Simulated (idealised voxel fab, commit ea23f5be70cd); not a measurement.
You're looking at the process module voxel self aligned vias.
The width of the displayed cross-section, cut, is 275 nm; its cells are square, with a size of 5 nm.
Notation: cross-section as square-cell grid; stated in bands, top first, going down; one or more cell rows per band.
Top height, bottom height, nm. Materials left to right, width each, nm. Single material + "full width" = fills band edge to edge. "empty" = empty.
It should be noted that heights are counted from 0, beneath which the wafer as supplied is of one material throughout, and that the lowest band possesses no lower boundary but continues downward, as written in "0 nm and below".
When a width is written as two numbers, as in "30 to 40", the first number is the width in the top row of cells of the band and the second is the width in its bottom row, and the width changes by the same amount from each row to the next.
"no modification" (step): cross-section cells unchanged, all of them.
In "Closed internal cavities" the enclosed voids are listed, meaning empty spaces of 8 cells or larger without any opening to the top. The form is width x height at distance, distance from the left edge, units nm.
Post-settings text on a step line: simulator's own remark regarding the step.
"overlay nm" answers the question of how far to the right of plan the mask lay on a step that has a mask, and when it is negative the answer is to the left.

**These are the steps we planned for the process**
1,RECEIVE | material Si
2,CONFORMAL_DEP | material SiO2 | thk nm 15
3,CONFORMAL_DEP | material SiCN | thk nm 5
4,DIRECTIONAL_DEP | material lowk | thk nm 20
5,PATTERN | tone open | mask id LINES | material resist | width nm 25 | pitch nm 60 | thk nm 15 | overlay nm 0
6,DIRECTIONAL_ETCH | etch materials lowk | depth nm 20
7,STRIP | etch materials resist
8,CONFORMAL_DEP | material TiN | thk nm 5
9,FILL_DEP | material Ru | thk nm 5
10,CMP | height nm 40
11,SELECTIVE_ETCH | etch materials W Ru TiN | depth nm 10
12,FILL_DEP | material SiN | thk nm 5
13,CMP | height nm 40
14,DIRECTIONAL_DEP | material lowk | thk nm 15
15,PATTERN | tone open | mask id VIAS | material resist | width nm 35 | pitch nm 60 | thk nm 15 | overlay nm 0
16,DIRECTIONAL_ETCH | etch materials lowk | depth nm 15
17,DIRECTIONAL_ETCH | etch materials SiN | depth nm 10
18,STRIP | etch materials resist
19,CONFORMAL_DEP | material TiN | thk nm 5
20,FILL_DEP | material Cu | thk nm 10
21,CMP | height nm 55
22,CONFORMAL_DEP | material SiCN | thk nm 5

**First of two wafers, processed according to plan**

**As-received state of the wafer in cross-section, equivalent to post-step 1**
    0 nm and below: Si full width
    Closed internal cavities: none

**Step 2 done - wafer cross-section**
    15 nm to 0 nm: SiO2 full width
    Below a height of 0, the structure has not been altered.

**Step 3 done - wafer cross-section**
    20 nm to 15 nm: SiCN full width
    Below a height of 15, the structure has not been altered.

**Step 4 done - wafer cross-section**
    40 nm to 20 nm: lowk full width
    Below a height of 20, the structure has not been altered.

**Step 5 done - wafer cross-section**
    55 nm to 40 nm: resist 95, then empty 25, then resist 35, then empty 25, then resist 95
    Below a height of 40, the structure has not been altered.

**Step 6 done - wafer cross-section**
    55 nm to 40 nm: resist 95, then empty 25, then resist 35, then empty 25, then resist 95
    40 nm to 20 nm: lowk 95, then empty 25, then lowk 35, then empty 25, then lowk 95
    Below a height of 20, the structure has not been altered.

**Step 7 done - wafer cross-section**
    40 nm to 20 nm: lowk 95, then empty 25, then lowk 35, then empty 25, then lowk 95
    Below a height of 20, the structure has not been altered.

**Step 8 done - wafer cross-section**
    45 nm to 40 nm: TiN 100, then empty 15, then TiN 45, then empty 15, then TiN 100
    40 nm to 25 nm: lowk 95, then TiN 5, then empty 15, then TiN 5, then lowk 35, then TiN 5, then empty 15, then TiN 5, then lowk 95
    25 nm to 20 nm: lowk 95, then TiN 25, then lowk 35, then TiN 25, then lowk 95
    Below a height of 20, the structure has not been altered.

**Step 9 done - wafer cross-section**
    50 nm to 45 nm: Ru full width
    45 nm to 40 nm: TiN 100, then Ru 15, then TiN 45, then Ru 15, then TiN 100
    40 nm to 25 nm: lowk 95, then TiN 5, then Ru 15, then TiN 5, then lowk 35, then TiN 5, then Ru 15, then TiN 5, then lowk 95
    Below a height of 25, the structure has not been altered.

**Step 10 done - wafer cross-section**
    40 nm to 25 nm: lowk 95, then TiN 5, then Ru 15, then TiN 5, then lowk 35, then TiN 5, then Ru 15, then TiN 5, then lowk 95
    Below a height of 25, the structure has not been altered.

**Step 11 done - wafer cross-section**
    40 nm to 30 nm: lowk 95, then empty 25, then lowk 35, then empty 25, then lowk 95
    Below a height of 30, the structure has not been altered.

**Step 12 done - wafer cross-section**
    45 nm to 40 nm: SiN full width
    40 nm to 30 nm: lowk 95, then SiN 25, then lowk 35, then SiN 25, then lowk 95
    Below a height of 30, the structure has not been altered.

**Step 13 done - wafer cross-section**
    40 nm to 30 nm: lowk 95, then SiN 25, then lowk 35, then SiN 25, then lowk 95
    Below a height of 30, the structure has not been altered.

**Step 14 done - wafer cross-section**
    55 nm to 40 nm: lowk full width
    Below a height of 40, the structure has not been altered.

**Step 15 done - wafer cross-section**
    70 nm to 55 nm: resist 90, then empty 35, then resist 25, then empty 35, then resist 90
    Below a height of 55, the structure has not been altered.

**Step 16 done - wafer cross-section**
    70 nm to 55 nm: resist 90, then empty 35, then resist 25, then empty 35, then resist 90
    55 nm to 40 nm: lowk 90, then empty 35, then lowk 25, then empty 35, then lowk 90
    Below a height of 40, the structure has not been altered.

**Step 17 done - wafer cross-section**
    70 nm to 55 nm: resist 90, then empty 35, then resist 25, then empty 35, then resist 90
    55 nm to 40 nm: lowk 90, then empty 35, then lowk 25, then empty 35, then lowk 90
    40 nm to 30 nm: lowk 95, then empty 25, then lowk 35, then empty 25, then lowk 95
    Below a height of 30, the structure has not been altered.

**Step 18 done - wafer cross-section**
    55 nm to 40 nm: lowk 90, then empty 35, then lowk 25, then empty 35, then lowk 90
    Below a height of 40, the structure has not been altered.

**Step 19 done - wafer cross-section**
    60 nm to 55 nm: TiN 95, then empty 25, then TiN 35, then empty 25, then TiN 95
    55 nm to 45 nm: lowk 90, then TiN 5, then empty 25, then TiN 5, then lowk 25, then TiN 5, then empty 25, then TiN 5, then lowk 90
    45 nm to 35 nm: lowk 90 to 95, then TiN 10 to 5, then empty 15, then TiN 10 to 5, then lowk 25 to 35, then TiN 10 to 5, then empty 15, then TiN 10 to 5, then lowk 90 to 95
    35 nm to 30 nm: lowk 95, then TiN 25, then lowk 35, then TiN 25, then lowk 95
    Below a height of 30, the structure has not been altered.

**Step 20 done - wafer cross-section**
    70 nm to 60 nm: Cu full width
    60 nm to 55 nm: TiN 95, then Cu 25, then TiN 35, then Cu 25, then TiN 95
    55 nm to 45 nm: lowk 90, then TiN 5, then Cu 25, then TiN 5, then lowk 25, then TiN 5, then Cu 25, then TiN 5, then lowk 90
    45 nm to 35 nm: lowk 90 to 95, then TiN 10 to 5, then Cu 15, then TiN 10 to 5, then lowk 25 to 35, then TiN 10 to 5, then Cu 15, then TiN 10 to 5, then lowk 90 to 95
    Below a height of 35, the structure has not been altered.

**Step 21 done - wafer cross-section**
    55 nm to 45 nm: lowk 90, then TiN 5, then Cu 25, then TiN 5, then lowk 25, then TiN 5, then Cu 25, then TiN 5, then lowk 90
    Below a height of 45, the structure has not been altered.

**Step 22 done - wafer cross-section**
    60 nm to 55 nm: SiCN full width
    Below a height of 55, the structure has not been altered.

**The second wafer: identical to the first at the outset and in its planned sequence, differing only in that one mistake was made during processing; up to and including step 4, its path is the first wafer's path**

**Cross-section of the second wafer when, according to plan, step 5 should have finished**
    55 nm to 40 nm: resist 95, then empty 30, then resist 30, then empty 30, then resist 90
    Below a height of 40, the structure has not been altered.

**Cross-section of the second wafer when, according to plan, step 6 should have finished**
    55 nm to 40 nm: resist 95, then empty 30, then resist 30, then empty 30, then resist 90
    40 nm to 20 nm: lowk 95, then empty 30, then lowk 30, then empty 30, then lowk 90
    Below a height of 20, the structure has not been altered.

**Cross-section of the second wafer when, according to plan, step 7 should have finished**
    40 nm to 20 nm: lowk 95, then empty 30, then lowk 30, then empty 30, then lowk 90
    Below a height of 20, the structure has not been altered.

**Cross-section of the second wafer when, according to plan, step 8 should have finished**
    45 nm to 40 nm: TiN 100, then empty 20, then TiN 40, then empty 20, then TiN 95
    40 nm to 25 nm: lowk 95, then TiN 5, then empty 20, then TiN 5, then lowk 30, then TiN 5, then empty 20, then TiN 5, then lowk 90
    25 nm to 20 nm: lowk 95, then TiN 30, then lowk 30, then TiN 30, then lowk 90
    Below a height of 20, the structure has not been altered.

**Cross-section of the second wafer when, according to plan, step 9 should have finished**
    50 nm to 45 nm: Ru full width
    45 nm to 40 nm: TiN 100, then Ru 20, then TiN 40, then Ru 20, then TiN 95
    40 nm to 25 nm: lowk 95, then TiN 5, then Ru 20, then TiN 5, then lowk 30, then TiN 5, then Ru 20, then TiN 5, then lowk 90
    Below a height of 25, the structure has not been altered.

**Cross-section of the second wafer when, according to plan, step 10 should have finished**
    40 nm to 25 nm: lowk 95, then TiN 5, then Ru 20, then TiN 5, then lowk 30, then TiN 5, then Ru 20, then TiN 5, then lowk 90
    Below a height of 25, the structure has not been altered.

**Cross-section of the second wafer when, according to plan, step 11 should have finished**
    40 nm to 30 nm: lowk 95, then empty 30, then lowk 30, then empty 30, then lowk 90
    Below a height of 30, the structure has not been altered.

**Cross-section of the second wafer when, according to plan, step 12 should have finished**
    45 nm to 40 nm: SiN full width
    40 nm to 30 nm: lowk 95, then SiN 30, then lowk 30, then SiN 30, then lowk 90
    Below a height of 30, the structure has not been altered.

**Cross-section of the second wafer when, according to plan, step 13 should have finished**
    40 nm to 30 nm: lowk 95, then SiN 30, then lowk 30, then SiN 30, then lowk 90
    Below a height of 30, the structure has not been altered.

**Cross-section of the second wafer when, according to plan, step 14 should have finished**
    55 nm to 40 nm: lowk full width
    Below a height of 40, the structure has not been altered.

**Cross-section of the second wafer when, according to plan, step 15 should have finished**
    70 nm to 55 nm: resist 90, then empty 35, then resist 25, then empty 35, then resist 90
    Below a height of 55, the structure has not been altered.

**Cross-section of the second wafer when, according to plan, step 16 should have finished**
    70 nm to 55 nm: resist 90, then empty 35, then resist 25, then empty 35, then resist 90
    55 nm to 40 nm: lowk 90, then empty 35, then lowk 25, then empty 35, then lowk 90
    Below a height of 40, the structure has not been altered.

**Cross-section of the second wafer when, according to plan, step 17 should have finished**
    70 nm to 55 nm: resist 90, then empty 35, then resist 25, then empty 35, then resist 90
    55 nm to 40 nm: lowk 90, then empty 35, then lowk 25, then empty 35, then lowk 90
    40 nm to 30 nm: lowk 95, then empty 30, then lowk 30, then empty 30, then lowk 90
    Below a height of 30, the structure has not been altered.

**Cross-section of the second wafer when, according to plan, step 18 should have finished**
    55 nm to 40 nm: lowk 90, then empty 35, then lowk 25, then empty 35, then lowk 90
    Below a height of 40, the structure has not been altered.

**Cross-section of the second wafer when, according to plan, step 19 should have finished**
    60 nm to 55 nm: TiN 95, then empty 25, then TiN 35, then empty 25, then TiN 95
    55 nm to 45 nm: lowk 90, then TiN 5, then empty 25, then TiN 5, then lowk 25, then TiN 5, then empty 25, then TiN 5, then lowk 90
    45 nm to 35 nm: lowk 90 to 95, then TiN 10 to 5, then empty 20, then TiN 5, then lowk 25 to 30, then TiN 10 to 5, then empty 20, then TiN 5, then lowk 90
    35 nm to 30 nm: lowk 95, then TiN 30, then lowk 30, then TiN 30, then lowk 90
    Below a height of 30, the structure has not been altered.

**Cross-section of the second wafer when, according to plan, step 20 should have finished**
    70 nm to 60 nm: Cu full width
    60 nm to 55 nm: TiN 95, then Cu 25, then TiN 35, then Cu 25, then TiN 95
    55 nm to 45 nm: lowk 90, then TiN 5, then Cu 25, then TiN 5, then lowk 25, then TiN 5, then Cu 25, then TiN 5, then lowk 90
    45 nm to 35 nm: lowk 90 to 95, then TiN 10 to 5, then Cu 20, then TiN 5, then lowk 25 to 30, then TiN 10 to 5, then Cu 20, then TiN 5, then lowk 90
    Below a height of 35, the structure has not been altered.

**Cross-section of the second wafer when, according to plan, step 21 should have finished**
    55 nm to 45 nm: lowk 90, then TiN 5, then Cu 25, then TiN 5, then lowk 25, then TiN 5, then Cu 25, then TiN 5, then lowk 90
    Below a height of 45, the structure has not been altered.

**Cross-section of the second wafer when, according to plan, step 22 should have finished**
    60 nm to 55 nm: SiCN full width
    Below a height of 55, the structure has not been altered.
What was the processing mistake? rather than as planned, step 5 actually ran as PATTERN | tone open | mask id LINES | material resist | width nm 30 | pitch nm 60 | thk nm 15 | overlay nm 0
End check, counted in cells, second wafer has more or fewer of these materials than the first: Cu: 4 more, Ru: 2 more, TiN: 2 more, lowk: 8 fewer
